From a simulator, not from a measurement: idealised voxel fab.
The name of this process module is voxel transistor to metal.
Section shown: cut. Width: 150 nm. Cell size: 5 nm, square.
In this document a cross-section is written as a grid of square cells. It is given as a series of bands, listed from the top down, and a band is one or more rows of cells. Each band's line starts with the height of the band's top and of its bottom, in nm. Then come its materials from left to right, each with its width in nm. One material with "full width" fills the band from edge to edge. "air" is empty space. Beneath 0, the wafer as received is one material, and that level is where height counting begins. The lowest band goes on downward without a bottom; it is written like "0 and below". The two numbers in a width such as "30->40" mark its ends across the band: the first belongs to the top row of cells, the second to the bottom row, and from each row to the next the width moves by the same amount. "no modification" -> step changed no cross-section cell. For the entry "Trapped voids", the listed items are empty spaces with no open way to the top whose size is 8 cells or more; each item follows the pattern width x height at distance, where distance is from the left edge and all three are in nm. Note: text after step settings on the step line = simulator remark on that step. A step's line can hold "overlay nm"; with a mask on that step, the setting says how far right of the planned place the mask lay, while a negative setting says it lay to the left.
**So here's the lineup of process steps we planned**
| 1 | op RECEIVE | material Si |
| 2 | op OXIDIZE | depth nm 5 |
| 3 | op CONFORMAL_DEP | material SiN | thk nm 15 |
| 4 | op PATTERN | tone cover | mask id ACTIVE | material resist | width nm 115 | thk nm 15 | overlay nm 0 |
| 5 | op DIRECTIONAL_ETCH | etch materials SiN | depth nm 15 |
| 6 | op DIRECTIONAL_ETCH | etch materials SiO2 | depth nm 5 |
| 7 | op DIRECTIONAL_ETCH | etch materials Si | depth nm 35 |
| 8 | op STRIP | etch materials resist |
| 9 | op FILL_DEP | material SiO2 | thk nm 15 |
| 10 | op CMP | height nm 15 |
| 11 | op SELECTIVE_ETCH | etch materials SiO2 | depth nm 5 |
| 12 | op STRIP | etch materials SiN |
| 13 | op SELECTIVE_ETCH | etch materials SiO2 | depth nm 5 |
| 14 | op OXIDIZE | depth nm 5 |
| 15 | op DIRECTIONAL_DEP | material polySi | thk nm 30 |
| 16 | op DIRECTIONAL_DEP | material SiCN | thk nm 15 |
| 17 | op DIRECTIONAL_DEP | material aC | thk nm 15 |
| 18 | op PATTERN | tone cover | mask id GATE | material resist | width nm 35 | thk nm 35 | overlay nm 0 |
| 19 | op DIRECTIONAL_ETCH | etch materials aC | depth nm 15 |
| 20 | op STRIP | etch materials resist |
| 21 | op DIRECTIONAL_ETCH | etch materials SiCN | depth nm 25 |
| 22 | op DIRECTIONAL_ETCH | etch materials polySi | depth nm 40 |
| 23 | op STRIP | etch materials aC |
| 24 | op CONFORMAL_DEP | material SiO2 | thk nm 5 |
| 25 | op DIRECTIONAL_ETCH | etch materials SiO2 | depth nm 5 |
| 26 | op CONFORMAL_DEP | material SiN | thk nm 5 |
| 27 | op DIRECTIONAL_ETCH | etch materials SiN | depth nm 5 |
| 28 | op DIRECTIONAL_ETCH | etch materials SiO2 | depth nm 5 |
| 29 | op DIRECTIONAL_ETCH | etch materials Si | depth nm 5 |
| 30 | op EPI | material nSi | thk nm 5 |
| 31 | op FILL_DEP | material SiO2 | thk nm 5 |
| 32 | op CMP | height nm 25 |
| 33 | op STRIP | etch materials polySi |
| 34 | op SELECTIVE_ETCH | etch materials SiO2 | depth nm 5 |
| 35 | op CONFORMAL_DEP | material HfO2 | thk nm 5 |
| 36 | op CONFORMAL_DEP | material TiN | thk nm 5 |
| 37 | op FILL_DEP | material W | thk nm 5 |
| 38 | op CMP | height nm 20 |
| 39 | op DIRECTIONAL_DEP | material SiO2 | thk nm 10 |
| 40 | op MASKED_ETCH | tone open | mask id CONTACT | width nm 15 | pitch nm 90 | etch materials SiO2 | depth nm 40 | overlay nm 0 |
| 41 | op CONFORMAL_DEP | material TiN | thk nm 5 |
| 42 | op FILL_DEP | material W | thk nm 10 |
| 43 | op CMP | height nm 30 |
| 44 | op CONFORMAL_DEP | material SiCN | thk nm 5 |
| 45 | op DIRECTIONAL_DEP | material lowk | thk nm 15 |
| 46 | op PATTERN | tone open | mask id METAL_1 | material resist | width nm 15 | pitch nm 90 | thk nm 15 | overlay nm 0 |
| 47 | op DIRECTIONAL_ETCH | etch materials lowk | depth nm 15 |
| 48 | op DIRECTIONAL_ETCH | etch materials SiCN | depth nm 5 |
| 49 | op STRIP | etch materials resist |
| 50 | op CONFORMAL_DEP | material TiN | thk nm 5 |
| 51 | op FILL_DEP | material W | thk nm 5 |
| 52 | op CMP | height nm 50 |
| 53 | op EPI | material Ru | thk nm 5 |
| 54 | op FILL_DEP | material SiCN | thk nm 5 |
| 55 | op DIRECTIONAL_DEP | material SiO2 | thk nm 30 |
| 56 | op DIRECTIONAL_DEP | material aC | thk nm 15 |
| 57 | op PATTERN | tone open | mask id METAL_2 | material resist | width nm 15 | pitch nm 90 | thk nm 35 | overlay nm 0 |
| 58 | op DIRECTIONAL_ETCH | etch materials aC | depth nm 15 |
| 59 | op STRIP | etch materials resist |
| 60 | op DIRECTIONAL_ETCH | etch materials SiO2 | depth nm 15 |
| 61 | op STRIP | etch materials aC |
| 62 | op MASKED_ETCH | tone open | mask id METAL_2_HOLES | width nm 15 | pitch nm 90 | etch materials SiO2 | depth nm 15 | overlay nm 0 |
| 63 | op MASKED_ETCH | tone open | mask id METAL_2_HOLES | width nm 15 | pitch nm 90 | etch materials SiCN | depth nm 5 | overlay nm 0 |
| 64 | op CONFORMAL_DEP | material TiN | thk nm 5 |
| 65 | op FILL_DEP | material Cu | thk nm 10 |
| 66 | op CMP | height nm 90 |
| 67 | op CONFORMAL_DEP | material SiCN | thk nm 5 |
**First out of two wafers; run went to plan**
**Shown in cross-section is the wafer as received, that is, as it stands after step 1**
- 0 and below  Si full width
- Trapped voids: none
**The following cross-section depicts the wafer upon completion of step 2**
- 0 down to -5  SiO2 full width
- Anything lower than -5 is untouched.
**The following cross-section depicts the wafer upon completion of step 3**
- 15 down to 0  SiN full width
- Anything lower than 0 is untouched.
**The following cross-section depicts the wafer upon completion of step 4**
- 30 down to 15  air 15, resist 115, air 20
- Anything lower than 15 is untouched.
**The following cross-section depicts the wafer upon completion of step 5**
- 30 down to 15  air 15, resist 115, air 20
- 15 down to 0  air 15, SiN 115, air 20
- Anything lower than 0 is untouched.
**The following cross-section depicts the wafer upon completion of step 6**
- 30 down to 15  air 15, resist 115, air 20
- 15 down to 0  air 15, SiN 115, air 20
- 0 down to -5  air 15, SiO2 115, air 20
- Anything lower than -5 is untouched.
**The following cross-section depicts the wafer upon completion of step 7**
- 30 down to 15  air 15, resist 115, air 20
- 15 down to 0  air 15, SiN 115, air 20
- 0 down to -5  air 15, SiO2 115, air 20
- -5 down to -40  air 15, Si 115, air 20
- Anything lower than -40 is untouched.
**The following cross-section depicts the wafer upon completion of step 8**
- 15 down to 0  air 15, SiN 115, air 20
- Anything lower than 0 is untouched.
**The following cross-section depicts the wafer upon completion of step 9**
- 30 down to 15  SiO2 full width
- 15 down to 0  SiO2 15, SiN 115, SiO2 20
- 0 down to -5  SiO2 full width
- -5 down to -40  SiO2 15, Si 115, SiO2 20
- Anything lower than -40 is untouched.
**The following cross-section depicts the wafer upon completion of step 10**
- 15 down to 0  SiO2 15, SiN 115, SiO2 20
- Anything lower than 0 is untouched.
**The following cross-section depicts the wafer upon completion of step 11**
- 15 down to 10  air 15, SiN 115, air 20
- Anything lower than 10 is untouched.
**The following cross-section depicts the wafer upon completion of step 12**
- 10 down to 0  SiO2 15, air 115, SiO2 20
- Anything lower than 0 is untouched.
**The following cross-section depicts the wafer upon completion of step 13**
- 5 down to -5  SiO2 10, air 125, SiO2 15
- Anything lower than -5 is untouched.
**The following cross-section depicts the wafer upon completion of step 14**
- 5 down to -5  SiO2 10, air 125, SiO2 15
- -5 down to -10  SiO2 full width
- Anything lower than -10 is untouched.
**The following cross-section depicts the wafer upon completion of step 15**
- 35 down to 25  polySi 10, air 125, polySi 15
- 25 down to 5  polySi full width
- 5 down to -5  SiO2 10, polySi 125, SiO2 15
- Anything lower than -5 is untouched.
**The following cross-section depicts the wafer upon completion of step 16**
- 50 down to 40  SiCN 10, air 125, SiCN 15
- 40 down to 35  SiCN full width
- 35 down to 25  polySi 10, SiCN 125, polySi 15
- Anything lower than 25 is untouched.
**The following cross-section depicts the wafer upon completion of step 17**
- 65 down to 55  aC 10, air 125, aC 15
- 55 down to 50  aC full width
- 50 down to 40  SiCN 10, aC 125, SiCN 15
- Anything lower than 40 is untouched.
**The following cross-section depicts the wafer upon completion of step 18**
- 100 down to 65  air 55, resist 35, air 60
- 65 down to 55  aC 10, air 45, resist 35, air 45, aC 15
- Anything lower than 55 is untouched.
**The following cross-section depicts the wafer upon completion of step 19**
- 85 down to 55  air 55, resist 35, air 60
- 55 down to 50  air 55, aC 35, air 60
- 50 down to 40  SiCN 10, air 45, aC 35, air 45, SiCN 15
- Anything lower than 40 is untouched.
**The following cross-section depicts the wafer upon completion of step 20**
- 55 down to 50  air 55, aC 35, air 60
- Anything lower than 50 is untouched.
**The following cross-section depicts the wafer upon completion of step 21**
- 55 down to 40  air 55, aC 35, air 60
- 40 down to 35  air 55, SiCN 35, air 60
- 35 down to 25  polySi 10, air 45, SiCN 35, air 45, polySi 15
- Anything lower than 25 is untouched.
**The following cross-section depicts the wafer upon completion of step 22**
- 55 down to 40  air 55, aC 35, air 60
- 40 down to 25  air 55, SiCN 35, air 60
- 25 down to 5  air 55, polySi 35, air 60
- 5 down to -5  SiO2 10, air 45, polySi 35, air 45, SiO2 15
- Anything lower than -5 is untouched.
**The following cross-section depicts the wafer upon completion of step 23**
- 40 down to 25  air 55, SiCN 35, air 60
- Anything lower than 25 is untouched.
**The following cross-section depicts the wafer upon completion of step 24**
- 45 down to 40  air 50, SiO2 45, air 55
- 40 down to 25  air 50, SiO2 5, SiCN 35, SiO2 5, air 55
- 25 down to 10  air 50, SiO2 5, polySi 35, SiO2 5, air 55
- 10 down to 0  SiO2 15, air 35, SiO2 5, polySi 35, SiO2 5, air 35, SiO2 20
- 0 down to -5  SiO2 55, polySi 35, SiO2 60
- Anything lower than -5 is untouched.
**The following cross-section depicts the wafer upon completion of step 25**
- 40 down to 25  air 50, SiO2 5, SiCN 35, SiO2 5, air 55
- 25 down to 5  air 50, SiO2 5, polySi 35, SiO2 5, air 55
- 5 down to -5  SiO2 15, air 35, SiO2 5, polySi 35, SiO2 5, air 35, SiO2 20
- Anything lower than -5 is untouched.
**The following cross-section depicts the wafer upon completion of step 26**
- 45 down to 40  air 45, SiN 55, air 50
- 40 down to 25  air 45, SiN 5, SiO2 5, SiCN 35, SiO2 5, SiN 5, air 50
- 25 down to 10  air 45, SiN 5, SiO2 5, polySi 35, SiO2 5, SiN 5, air 50
- 10 down to 5  SiN 20, air 25, SiN 5, SiO2 5, polySi 35, SiO2 5, SiN 5, air 25, SiN 25
- 5 down to 0  SiO2 15, SiN 5, air 25, SiN 5, SiO2 5, polySi 35, SiO2 5, SiN 5, air 25, SiN 5, SiO2 20
- 0 down to -5  SiO2 15, SiN 35, SiO2 5, polySi 35, SiO2 5, SiN 35, SiO2 20
- Anything lower than -5 is untouched.
**The following cross-section depicts the wafer upon completion of step 27**
- 40 down to 25  air 45, SiN 5, SiO2 5, SiCN 35, SiO2 5, SiN 5, air 50
- 25 down to 5  air 45, SiN 5, SiO2 5, polySi 35, SiO2 5, SiN 5, air 50
- 5 down to -5  SiO2 15, SiN 5, air 25, SiN 5, SiO2 5, polySi 35, SiO2 5, SiN 5, air 25, SiN 5, SiO2 20
- Anything lower than -5 is untouched.
**The following cross-section depicts the wafer upon completion of step 28**
- 40 down to 35  air 45, SiN 5, air 5, SiCN 35, air 5, SiN 5, air 50
- 35 down to 25  air 45, SiN 5, SiO2 5, SiCN 35, SiO2 5, SiN 5, air 50
- 25 down to 5  air 45, SiN 5, SiO2 5, polySi 35, SiO2 5, SiN 5, air 50
- 5 down to 0  air 15, SiN 5, air 25, SiN 5, SiO2 5, polySi 35, SiO2 5, SiN 5, air 25, SiN 5, air 20
- 0 down to -5  SiO2 15, SiN 5, air 25, SiN 5, SiO2 5, polySi 35, SiO2 5, SiN 5, air 25, SiN 5, SiO2 20
- -5 down to -10  SiO2 20, air 25, SiO2 55, air 25, SiO2 25
- Anything lower than -10 is untouched.
**The following cross-section depicts the wafer upon completion of step 29**
- 40 down to 35  air 45, SiN 5, air 5, SiCN 35, air 5, SiN 5, air 50
- 35 down to 25  air 45, SiN 5, SiO2 5, SiCN 35, SiO2 5, SiN 5, air 50
- 25 down to 5  air 45, SiN 5, SiO2 5, polySi 35, SiO2 5, SiN 5, air 50
- 5 down to 0  air 15, SiN 5, air 25, SiN 5, SiO2 5, polySi 35, SiO2 5, SiN 5, air 25, SiN 5, air 20
- 0 down to -5  SiO2 15, SiN 5, air 25, SiN 5, SiO2 5, polySi 35, SiO2 5, SiN 5, air 25, SiN 5, SiO2 20
- -5 down to -10  SiO2 20, air 25, SiO2 55, air 25, SiO2 25
- -10 down to -15  SiO2 15, Si 5, air 25, Si 55, air 25, Si 5, SiO2 20
- Anything lower than -15 is untouched.
**The following cross-section depicts the wafer upon completion of step 30**
- 40 down to 35  air 45, SiN 5, air 5, SiCN 35, air 5, SiN 5, air 50
- 35 down to 25  air 45, SiN 5, SiO2 5, SiCN 35, SiO2 5, SiN 5, air 50
- 25 down to 5  air 45, SiN 5, SiO2 5, polySi 35, SiO2 5, SiN 5, air 50
- 5 down to 0  air 15, SiN 5, air 25, SiN 5, SiO2 5, polySi 35, SiO2 5, SiN 5, air 25, SiN 5, air 20
- 0 down to -5  SiO2 15, SiN 5, air 25, SiN 5, SiO2 5, polySi 35, SiO2 5, SiN 5, air 25, SiN 5, SiO2 20
- -5 down to -10  SiO2 20, nSi 5, air 15, nSi 5, SiO2 55, nSi 5, air 15, nSi 5, SiO2 25
- -10 down to -15  SiO2 15, Si 5, nSi 25, Si 55, nSi 25, Si 5, SiO2 20
- Anything lower than -15 is untouched.
**The following cross-section depicts the wafer upon completion of step 31**
- 45 down to 40  SiO2 full width
- 40 down to 25  SiO2 45, SiN 5, SiO2 5, SiCN 35, SiO2 5, SiN 5, SiO2 50
- 25 down to 5  SiO2 45, SiN 5, SiO2 5, polySi 35, SiO2 5, SiN 5, SiO2 50
- 5 down to -5  SiO2 15, SiN 5, SiO2 25, SiN 5, SiO2 5, polySi 35, SiO2 5, SiN 5, SiO2 25, SiN 5, SiO2 20
- -5 down to -10  SiO2 20, nSi 5, SiO2 15, nSi 5, SiO2 55, nSi 5, SiO2 15, nSi 5, SiO2 25
- Anything lower than -10 is untouched.
**The following cross-section depicts the wafer upon completion of step 32**
- 25 down to 5  SiO2 45, SiN 5, SiO2 5, polySi 35, SiO2 5, SiN 5, SiO2 50
- Anything lower than 5 is untouched.
**The following cross-section depicts the wafer upon completion of step 33**
- 25 down to 5  SiO2 45, SiN 5, SiO2 5, air 35, SiO2 5, SiN 5, SiO2 50
- 5 down to -5  SiO2 15, SiN 5, SiO2 25, SiN 5, SiO2 5, air 35, SiO2 5, SiN 5, SiO2 25, SiN 5, SiO2 20
- Anything lower than -5 is untouched.
**The following cross-section depicts the wafer upon completion of step 34**
- 25 down to 20  air 45, SiN 5, air 45, SiN 5, air 50
- 20 down to 5  SiO2 45, SiN 5, air 45, SiN 5, SiO2 50
- 5 down to -5  SiO2 15, SiN 5, SiO2 25, SiN 5, air 45, SiN 5, SiO2 25, SiN 5, SiO2 20
- -5 down to -10  SiO2 20, nSi 5, SiO2 15, nSi 5, SiO2 5, air 45, SiO2 5, nSi 5, SiO2 15, nSi 5, SiO2 25
- Anything lower than -10 is untouched.
**The following cross-section depicts the wafer upon completion of step 35**
- 30 down to 25  air 40, HfO2 15, air 35, HfO2 15, air 45
- 25 down to 20  HfO2 45, SiN 5, HfO2 5, air 35, HfO2 5, SiN 5, HfO2 50
- 20 down to 5  SiO2 45, SiN 5, HfO2 5, air 35, HfO2 5, SiN 5, SiO2 50
- 5 down to -5  SiO2 15, SiN 5, SiO2 25, SiN 5, HfO2 5, air 35, HfO2 5, SiN 5, SiO2 25, SiN 5, SiO2 20
- -5 down to -10  SiO2 20, nSi 5, SiO2 15, nSi 5, SiO2 5, HfO2 45, SiO2 5, nSi 5, SiO2 15, nSi 5, SiO2 25
- Anything lower than -10 is untouched.
**The following cross-section depicts the wafer upon completion of step 36**
- 35 down to 30  air 35, TiN 25, air 25, TiN 25, air 40
- 30 down to 25  TiN 40, HfO2 15, TiN 5, air 25, TiN 5, HfO2 15, TiN 45
- 25 down to 20  HfO2 45, SiN 5, HfO2 5, TiN 5, air 25, TiN 5, HfO2 5, SiN 5, HfO2 50
- 20 down to 5  SiO2 45, SiN 5, HfO2 5, TiN 5, air 25, TiN 5, HfO2 5, SiN 5, SiO2 50
- 5 down to 0  SiO2 15, SiN 5, SiO2 25, SiN 5, HfO2 5, TiN 5, air 25, TiN 5, HfO2 5, SiN 5, SiO2 25, SiN 5, SiO2 20
- 0 down to -5  SiO2 15, SiN 5, SiO2 25, SiN 5, HfO2 5, TiN 35, HfO2 5, SiN 5, SiO2 25, SiN 5, SiO2 20
- Anything lower than -5 is untouched.
**The following cross-section depicts the wafer upon completion of step 37**
- 40 down to 35  W full width
- 35 down to 30  W 35, TiN 25, W 25, TiN 25, W 40
- 30 down to 25  TiN 40, HfO2 15, TiN 5, W 25, TiN 5, HfO2 15, TiN 45
- 25 down to 20  HfO2 45, SiN 5, HfO2 5, TiN 5, W 25, TiN 5, HfO2 5, SiN 5, HfO2 50
- 20 down to 5  SiO2 45, SiN 5, HfO2 5, TiN 5, W 25, TiN 5, HfO2 5, SiN 5, SiO2 50
- 5 down to 0  SiO2 15, SiN 5, SiO2 25, SiN 5, HfO2 5, TiN 5, W 25, TiN 5, HfO2 5, SiN 5, SiO2 25, SiN 5, SiO2 20
- Anything lower than 0 is untouched.
**The following cross-section depicts the wafer upon completion of step 38**
- 20 down to 5  SiO2 45, SiN 5, HfO2 5, TiN 5, W 25, TiN 5, HfO2 5, SiN 5, SiO2 50
- Anything lower than 5 is untouched.
**The following cross-section depicts the wafer upon completion of step 39**
- 30 down to 20  SiO2 full width
- Anything lower than 20 is untouched.
**The following cross-section depicts the wafer upon completion of step 40**
- 30 down to 20  SiO2 20, air 15, SiO2 75, air 15, SiO2 25
- 20 down to 5  SiO2 20, air 15, SiO2 10, SiN 5, HfO2 5, TiN 5, W 25, TiN 5, HfO2 5, SiN 5, SiO2 10, air 15, SiO2 25
- 5 down to 0  SiO2 15, SiN 5, air 15, SiO2 10, SiN 5, HfO2 5, TiN 5, W 25, TiN 5, HfO2 5, SiN 5, SiO2 10, air 15, SiN 5, SiO2 20
- 0 down to -5  SiO2 15, SiN 5, air 15, SiO2 10, SiN 5, HfO2 5, TiN 35, HfO2 5, SiN 5, SiO2 10, air 15, SiN 5, SiO2 20
- -5 down to -10  SiO2 20, nSi 5, air 10, SiO2 5, nSi 5, SiO2 5, HfO2 45, SiO2 5, nSi 5, SiO2 5, air 10, nSi 5, SiO2 25
- Anything lower than -10 is untouched.
**The following cross-section depicts the wafer upon completion of step 41**
- 35 down to 30  TiN 25, air 5, TiN 85, air 5, TiN 30
- 30 down to 20  SiO2 20, TiN 5, air 5, TiN 5, SiO2 75, TiN 5, air 5, TiN 5, SiO2 25
- 20 down to 5  SiO2 20, TiN 5, air 5, TiN 5, SiO2 10, SiN 5, HfO2 5, TiN 5, W 25, TiN 5, HfO2 5, SiN 5, SiO2 10, TiN 5, air 5, TiN 5, SiO2 25
- 5 down to 0  SiO2 15, SiN 5, TiN 5, air 5, TiN 5, SiO2 10, SiN 5, HfO2 5, TiN 5, W 25, TiN 5, HfO2 5, SiN 5, SiO2 10, TiN 5, air 5, TiN 5, SiN 5, SiO2 20
- 0 down to -5  SiO2 15, SiN 5, TiN 15, SiO2 10, SiN 5, HfO2 5, TiN 35, HfO2 5, SiN 5, SiO2 10, TiN 15, SiN 5, SiO2 20
- -5 down to -10  SiO2 20, nSi 5, TiN 10, SiO2 5, nSi 5, SiO2 5, HfO2 45, SiO2 5, nSi 5, SiO2 5, TiN 10, nSi 5, SiO2 25
- Anything lower than -10 is untouched.
**The following cross-section depicts the wafer upon completion of step 42**
- 45 down to 35  W full width
- 35 down to 30  TiN 25, W 5, TiN 85, W 5, TiN 30
- 30 down to 20  SiO2 20, TiN 5, W 5, TiN 5, SiO2 75, TiN 5, W 5, TiN 5, SiO2 25
- 20 down to 5  SiO2 20, TiN 5, W 5, TiN 5, SiO2 10, SiN 5, HfO2 5, TiN 5, W 25, TiN 5, HfO2 5, SiN 5, SiO2 10, TiN 5, W 5, TiN 5, SiO2 25
- 5 down to 0  SiO2 15, SiN 5, TiN 5, W 5, TiN 5, SiO2 10, SiN 5, HfO2 5, TiN 5, W 25, TiN 5, HfO2 5, SiN 5, SiO2 10, TiN 5, W 5, TiN 5, SiN 5, SiO2 20
- Anything lower than 0 is untouched.
**The following cross-section depicts the wafer upon completion of step 43**
- 30 down to 20  SiO2 20, TiN 5, W 5, TiN 5, SiO2 75, TiN 5, W 5, TiN 5, SiO2 25
- Anything lower than 20 is untouched.
**The following cross-section depicts the wafer upon completion of step 44**
- 35 down to 30  SiCN full width
- Anything lower than 30 is untouched.
**The following cross-section depicts the wafer upon completion of step 45**
- 50 down to 35  lowk full width
- Anything lower than 35 is untouched.
**The following cross-section depicts the wafer upon completion of step 46**
- 65 down to 50  resist 20, air 15, resist 75, air 15, resist 25
- Anything lower than 50 is untouched.
**The following cross-section depicts the wafer upon completion of step 47**
- 65 down to 50  resist 20, air 15, resist 75, air 15, resist 25
- 50 down to 35  lowk 20, air 15, lowk 75, air 15, lowk 25
- Anything lower than 35 is untouched.
**The following cross-section depicts the wafer upon completion of step 48**
- 65 down to 50  resist 20, air 15, resist 75, air 15, resist 25
- 50 down to 35  lowk 20, air 15, lowk 75, air 15, lowk 25
- 35 down to 30  SiCN 20, air 15, SiCN 75, air 15, SiCN 25
- Anything lower than 30 is untouched.
**The following cross-section depicts the wafer upon completion of step 49**
- 50 down to 35  lowk 20, air 15, lowk 75, air 15, lowk 25
- Anything lower than 35 is untouched.
**The following cross-section depicts the wafer upon completion of step 50**
- 55 down to 50  TiN 25, air 5, TiN 85, air 5, TiN 30
- 50 down to 35  lowk 20, TiN 5, air 5, TiN 5, lowk 75, TiN 5, air 5, TiN 5, lowk 25
- 35 down to 30  SiCN 20, TiN 15, SiCN 75, TiN 15, SiCN 25
- Anything lower than 30 is untouched.
**The following cross-section depicts the wafer upon completion of step 51**
- 60 down to 55  W full width
- 55 down to 50  TiN 25, W 5, TiN 85, W 5, TiN 30
- 50 down to 35  lowk 20, TiN 5, W 5, TiN 5, lowk 75, TiN 5, W 5, TiN 5, lowk 25
- Anything lower than 35 is untouched.
**The following cross-section depicts the wafer upon completion of step 52**
- 50 down to 35  lowk 20, TiN 5, W 5, TiN 5, lowk 75, TiN 5, W 5, TiN 5, lowk 25
- Anything lower than 35 is untouched.
**The following cross-section depicts the wafer upon completion of step 53**
- 55 down to 50  air 15, Ru 25, air 65, Ru 25, air 20
- Anything lower than 50 is untouched.
**The following cross-section depicts the wafer upon completion of step 54**
- 60 down to 55  SiCN full width
- 55 down to 50  SiCN 15, Ru 25, SiCN 65, Ru 25, SiCN 20
- Anything lower than 50 is untouched.
**The following cross-section depicts the wafer upon completion of step 55**
- 90 down to 60  SiO2 full width
- Anything lower than 60 is untouched.
**The following cross-section depicts the wafer upon completion of step 56**
- 105 down to 90  aC full width
- Anything lower than 90 is untouched.
**The following cross-section depicts the wafer upon completion of step 57**
- 140 down to 105  resist 20, air 15, resist 75, air 15, resist 25
- Anything lower than 105 is untouched.
**The following cross-section depicts the wafer upon completion of step 58**
- 125 down to 105  resist 20, air 15, resist 75, air 15, resist 25
- 105 down to 90  aC 20, air 15, aC 75, air 15, aC 25
- Anything lower than 90 is untouched.
**The following cross-section depicts the wafer upon completion of step 59**
- 105 down to 90  aC 20, air 15, aC 75, air 15, aC 25
- Anything lower than 90 is untouched.
**The following cross-section depicts the wafer upon completion of step 60**
- 105 down to 90  aC 20, air 15, aC 75, air 15, aC 25
- 90 down to 75  SiO2 20, air 15, SiO2 75, air 15, SiO2 25
- Anything lower than 75 is untouched.
**The following cross-section depicts the wafer upon completion of step 61**
- 90 down to 75  SiO2 20, air 15, SiO2 75, air 15, SiO2 25
- Anything lower than 75 is untouched.
**The following cross-section depicts the wafer upon completion of step 62**
- 90 down to 60  SiO2 20, air 15, SiO2 75, air 15, SiO2 25
- Anything lower than 60 is untouched.
**The following cross-section depicts the wafer upon completion of step 63**
- 90 down to 60  SiO2 20, air 15, SiO2 75, air 15, SiO2 25
- 60 down to 55  SiCN 20, air 15, SiCN 75, air 15, SiCN 25
- Anything lower than 55 is untouched.
**The following cross-section depicts the wafer upon completion of step 64**
- 95 down to 90  TiN 25, air 5, TiN 85, air 5, TiN 30
- 90 down to 60  SiO2 20, TiN 5, air 5, TiN 5, SiO2 75, TiN 5, air 5, TiN 5, SiO2 25
- 60 down to 55  SiCN 20, TiN 15, SiCN 75, TiN 15, SiCN 25
- Anything lower than 55 is untouched.
**The following cross-section depicts the wafer upon completion of step 65**
- 105 down to 95  Cu full width
- 95 down to 90  TiN 25, Cu 5, TiN 85, Cu 5, TiN 30
- 90 down to 60  SiO2 20, TiN 5, Cu 5, TiN 5, SiO2 75, TiN 5, Cu 5, TiN 5, SiO2 25
- Anything lower than 60 is untouched.
**The following cross-section depicts the wafer upon completion of step 66**
- 90 down to 60  SiO2 20, TiN 5, Cu 5, TiN 5, SiO2 75, TiN 5, Cu 5, TiN 5, SiO2 25
- Anything lower than 60 is untouched.
**The following cross-section depicts the wafer upon completion of step 67**
- 95 down to 90  SiCN full width
- Anything lower than 90 is untouched.
**Second of two: same start, same plan, one run error; steps up to and including 48 match the first**
**when step 49 should have ended**
- 50 down to 35  lowk 20, air 15, lowk 75, air 15, lowk 25
- Anything lower than 35 is untouched.
**when step 50 should have ended**
- 55 down to 50  TiN 25, air 5, TiN 85, air 5, TiN 30
- 50 down to 35  lowk 20, TiN 5, air 5, TiN 5, lowk 75, TiN 5, air 5, TiN 5, lowk 25
- 35 down to 30  SiCN 20, TiN 15, SiCN 75, TiN 15, SiCN 25
- Anything lower than 30 is untouched.
**when step 51 should have ended**
- 60 down to 55  W full width
- 55 down to 50  TiN 25, W 5, TiN 85, W 5, TiN 30
- 50 down to 35  lowk 20, TiN 5, W 5, TiN 5, lowk 75, TiN 5, W 5, TiN 5, lowk 25
- Anything lower than 35 is untouched.
**when step 52 should have ended**
- 50 down to 35  lowk 20, TiN 5, W 5, TiN 5, lowk 75, TiN 5, W 5, TiN 5, lowk 25
- Anything lower than 35 is untouched.
**when step 53 should have ended**
- 55 down to 50  air 15, Ru 25, air 65, Ru 25, air 20
- Anything lower than 50 is untouched.
**when step 54 should have ended**
- 60 down to 55  SiCN full width
- 55 down to 50  SiCN 15, Ru 25, SiCN 65, Ru 25, SiCN 20
- Anything lower than 50 is untouched.
**when step 55 should have ended**
- 90 down to 60  SiO2 full width
- Anything lower than 60 is untouched.
**when step 56 should have ended**
- 105 down to 90  aC full width
- Anything lower than 90 is untouched.
**when step 57 should have ended**
- 140 down to 105  resist 20, air 15, resist 75, air 15, resist 25
- Anything lower than 105 is untouched.
**when step 58 should have ended**
- 125 down to 105  resist 20, air 15, resist 75, air 15, resist 25
- 105 down to 90  aC 20, air 15, aC 75, air 15, aC 25
- Anything lower than 90 is untouched.
**when step 59 should have ended**
- 105 down to 90  aC 20, air 15, aC 75, air 15, aC 25
- Anything lower than 90 is untouched.
**when step 60 should have ended**
- 105 down to 90  aC 20, air 15, aC 75, air 15, aC 25
- 90 down to 75  SiO2 20, air 15, SiO2 75, air 15, SiO2 25
- Anything lower than 75 is untouched.
**when step 61 should have ended**
- 90 down to 75  SiO2 20, air 15, SiO2 75, air 15, SiO2 25
- Anything lower than 75 is untouched.
**when step 62 should have ended**
- 90 down to 60  SiO2 20, air 15, SiO2 75, air 15, SiO2 25
- Anything lower than 60 is untouched.
**when step 63 should have ended**
- 90 down to 60  SiO2 20, air 15, SiO2 75, air 15, SiO2 25
- 60 down to 55  SiCN 20, air 15, SiCN 75, air 15, SiCN 25
- Anything lower than 55 is untouched.
**when step 64 should have ended**
- 95 down to 90  TiN 25, air 5, TiN 85, air 5, TiN 30
- 90 down to 60  SiO2 20, TiN 5, air 5, TiN 5, SiO2 75, TiN 5, air 5, TiN 5, SiO2 25
- 60 down to 55  SiCN 20, TiN 15, SiCN 75, TiN 15, SiCN 25
- Anything lower than 55 is untouched.
**when step 65 should have ended**
- 105 down to 95  Cu full width
- 95 down to 90  TiN 25, Cu 5, TiN 85, Cu 5, TiN 30
- 90 down to 60  SiO2 20, TiN 5, Cu 5, TiN 5, SiO2 75, TiN 5, Cu 5, TiN 5, SiO2 25
- Anything lower than 60 is untouched.
**when step 66 should have ended**
- 90 down to 60  SiO2 20, TiN 5, Cu 5, TiN 5, SiO2 75, TiN 5, Cu 5, TiN 5, SiO2 25
- Anything lower than 60 is untouched.
**when step 67 should have ended**
- 95 down to 90  SiCN full width
- Anything lower than 90 is untouched.
Misprocessing identified: step 49 from the plan got run twice
Final cross-sections of the two wafers are identical, so the mistake has no effect on what this model computes.
